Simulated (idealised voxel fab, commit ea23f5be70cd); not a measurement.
Proc. module: voxel self aligned contacts
In the cross-section labelled cut, the width is 225 nm and each square cell is 5 nm.
Cross-section, as written here: a square-cell grid given band by band from the top down, where a band holds one or more rows of cells. A band entry consists of two parts. The first gives the height of the band's top and the height of its bottom, in nm. The rest lists the band's materials from left to right, each with its width in nm. A single material labelled with the word "throughout" fills the band from edge to edge, and the word "blank" marks empty space. Zero point of the height axis is 0; under it, received wafer = one material. Lowest band: continues down indefinitely, "0 nm and below". Width spec "30->40" -> top row of cells at first value, bottom row at second value, equal per-row change in between. "remained the same" for a step: no cell of the cross-section changed in that step. In the "Unvented internal voids" entry, you get each enclosed empty space of 8 cells or more, one with no open way to the top, written width x height at distance, distance from the left edge, in nm. Formally, on a step line, whatever follows the settings is a remark that the simulator itself makes on the step. For masked steps, "overlay nm" on the step line gives how far right of plan the mask actually lay; a minus sign means it lay to the left.
Planned step list for the process:
step 1: RECEIVE, material Si
step 2: CONFORMAL_DEP, material SiO2, thk nm 5
step 3: DIRECTIONAL_DEP, material polySi, thk nm 20
step 4: DIRECTIONAL_DEP, material SiN, thk nm 20
step 5: DIRECTIONAL_DEP, material aC, thk nm 15
step 6: PATTERN, tone cover, mask id GATE, material resist, width nm 35, pitch nm 75, thk nm 35, overlay nm 0
step 7: DIRECTIONAL_ETCH, etch materials aC, depth nm 15
step 8: STRIP, etch materials resist
step 9: DIRECTIONAL_ETCH, etch materials SiN, depth nm 20
step 10: DIRECTIONAL_ETCH, etch materials polySi, depth nm 20
step 11: STRIP, etch materials aC
step 12: CONFORMAL_DEP, material SiN, thk nm 10
step 13: DIRECTIONAL_ETCH, etch materials SiN, depth nm 10
step 14: FILL_DEP, material SiO2, thk nm 15
step 15: CMP, height nm 55
step 16: PATTERN, tone open, mask id CONTACT, material resist, width nm 50, thk nm 20, overlay nm 0
step 17: DIRECTIONAL_ETCH, etch materials SiO2, depth nm 55
step 18: STRIP, etch materials resist
step 19: CONFORMAL_DEP, material TiN, thk nm 5
step 20: FILL_DEP, material W, thk nm 10
step 21: CMP, height nm 55
step 22: CONFORMAL_DEP, material SiCN, thk nm 5
Wafer at receipt (post step 1), cross-section:
> 0 nm and below = Si throughout
> Unvented internal voids: none
Cross-sectional image of the first of two wafers at the end of the module, the run having proceeded as planned:
> 60 nm to 55 nm = SiCN throughout
> 55 nm to 45 nm = 85 SiO2; 5->20 TiN; 40->10 W; 5->20 TiN; 90 SiO2
> 45 nm to 25 nm = 45 SiO2; 55 SiN; 5 TiN; 10 W; 5 TiN; 55 SiN; 50 SiO2
> 25 nm to 5 nm = 45 SiO2; 10 SiN; 35 polySi; 10 SiN; 5 TiN; 10 W; 5 TiN; 10 SiN; 35 polySi; 10 SiN; 50 SiO2
> 5 nm to 0 nm = 100 SiO2; 20 TiN; 105 SiO2
> 0 nm and below = Si throughout
> Unvented internal voids: none
second wafer at the end: like start, like plan, one mistake:
> 60 nm to 55 nm = SiCN throughout
> 55 nm to 45 nm = 85 SiO2; 5->20 TiN; 40->10 W; 5->20 TiN; 90 SiO2
> 45 nm to 30 nm = 45 SiO2; 10 SiN; 35 polySi; 10 SiN; 5 TiN; 10 W; 5 TiN; 10 SiN; 35 polySi; 10 SiN; 50 SiO2
> 30 nm to 25 nm = 45 SiO2; 10 SiN; 35 polySi; 10 SiN; 20 TiN; 10 SiN; 35 polySi; 10 SiN; 50 SiO2
> 25 nm to 5 nm = SiN throughout
> 5 nm to 0 nm = SiO2 throughout
> 0 nm and below = Si throughout
> Unvented internal voids: none
Nonconformance to the process plan: the run placed steps 3 and 4 each in the position the plan gave to the other
End check, counted in cells, second wafer has more or fewer of these materials than the first: SiN: 92 more | SiO2: 72 fewer | TiN: 10 fewer | W: 10 fewer
